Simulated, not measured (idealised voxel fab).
This section sets out a process module, namely voxel trench capacitor.
Pictured: cross-section cut, 165 nm wide, on a grid of 5 nm square cells.
Format of a cross-section: grid, square cells. Given as bands. Order: top down. Band: one or more rows of cells.
Look at the band entry: it leads with the top's height and the bottom's height in nm. Then it lists the materials left to right, with a width in nm for each. The word "everywhere" on a single material says that material fills the band edge to edge. The word "blank" is empty space.
Beneath 0, the wafer as received is one material, and that level is where height counting begins. The lowest band goes on downward without a bottom; it is written like "0 and below".
A two-number width, for instance "30..40", indicates that the width is equal to the first number in the top row of the band and to the second number in the bottom row, and that it changes by a constant amount per row of cells.
Where the words "nothing altered" appear for a step, the cross-section shows no cell changed by that step; every cell remained as before.
Empty spaces without an open route to the top, at least 8 cells in extent, make up the entry "Voids, fully enclosed"; each is given as width x height at distance, where the distance is measured from the left edge, and all are in nm.
after a step's settings: what the simulator itself notes on the step
overlay nm: for a step with a mask, the amount by which the mask lay right of where it was planned; a negative amount means left of it.
Intended process steps
1 RECEIVE (material Si)
2 CONFORMAL_DEP (material SiN; thk nm 10)
3 DIRECTIONAL_DEP (material aC; thk nm 10)
4 PATTERN (tone open; mask id TRENCH; material resist; width nm 25; pitch nm 50; thk nm 30; overlay nm 0)
5 DIRECTIONAL_ETCH (etch materials aC; depth nm 10)
6 STRIP (etch materials resist)
7 DIRECTIONAL_ETCH (etch materials SiN; depth nm 10)
8 DIRECTIONAL_ETCH (etch materials Si; depth nm 30)
9 STRIP (etch materials aC)
10 CONFORMAL_DEP (material HfO2; thk nm 5)
11 CONFORMAL_DEP (material TiN; thk nm 5)
12 FILL_DEP (material W; thk nm 5)
13 CMP (height nm 10)
As-received state of the wafer in cross-section, equivalent to post-step 1
- 0 and below: Si everywhere
- Voids, fully enclosed: none
Cross-section taken at module completion on the first of two wafers; processed per the plan
- 10 down to 0: SiN (45)  HfO2 (5)  TiN (5)  W (5)  TiN (5)  HfO2 (5)  SiN (25)  HfO2 (5)  TiN (5)  W (5)  TiN (5)  HfO2 (5)  SiN (45)
- 0 down to -20: Si (45)  HfO2 (5)  TiN (5)  W (5)  TiN (5)  HfO2 (5)  Si (25)  HfO2 (5)  TiN (5)  W (5)  TiN (5)  HfO2 (5)  Si (45)
- -20 down to -25: Si (45)  HfO2 (5)  TiN (15)  HfO2 (5)  Si (25)  HfO2 (5)  TiN (15)  HfO2 (5)  Si (45)
- -25 down to -30: Si (45)  HfO2 (25)  Si (25)  HfO2 (25)  Si (45)
- -30 and below: Si everywhere
- Voids, fully enclosed: none
What the second wafer looks like in cross-section once the module is done. Its start and its plan matched the first wafer's exactly; what differed was one mistake in how it was run
- 10 down to 0: SiN (45)  HfO2 (5)  TiN (5)  W (5)  TiN (5)  HfO2 (5)  SiN (25)  HfO2 (5)  TiN (5)  W (5)  TiN (5)  HfO2 (5)  SiN (45)
- 0 down to -50: Si (45)  HfO2 (5)  TiN (5)  W (5)  TiN (5)  HfO2 (5)  Si (25)  HfO2 (5)  TiN (5)  W (5)  TiN (5)  HfO2 (5)  Si (45)
- -50 down to -55: Si (45)  HfO2 (5)  TiN (15)  HfO2 (5)  Si (25)  HfO2 (5)  TiN (15)  HfO2 (5)  Si (45)
- -55 down to -60: Si (45)  HfO2 (25)  Si (25)  HfO2 (25)  Si (45)
- -60 and below: Si everywhere
- Voids, fully enclosed: none
What went wrong in running the wafer? plan step 8 was conducted twice
Wrapping up, a cell-based count of both wafers puts the second over or under the first for these materials: +24 HfO2, -60 Si, +24 TiN, +12 W
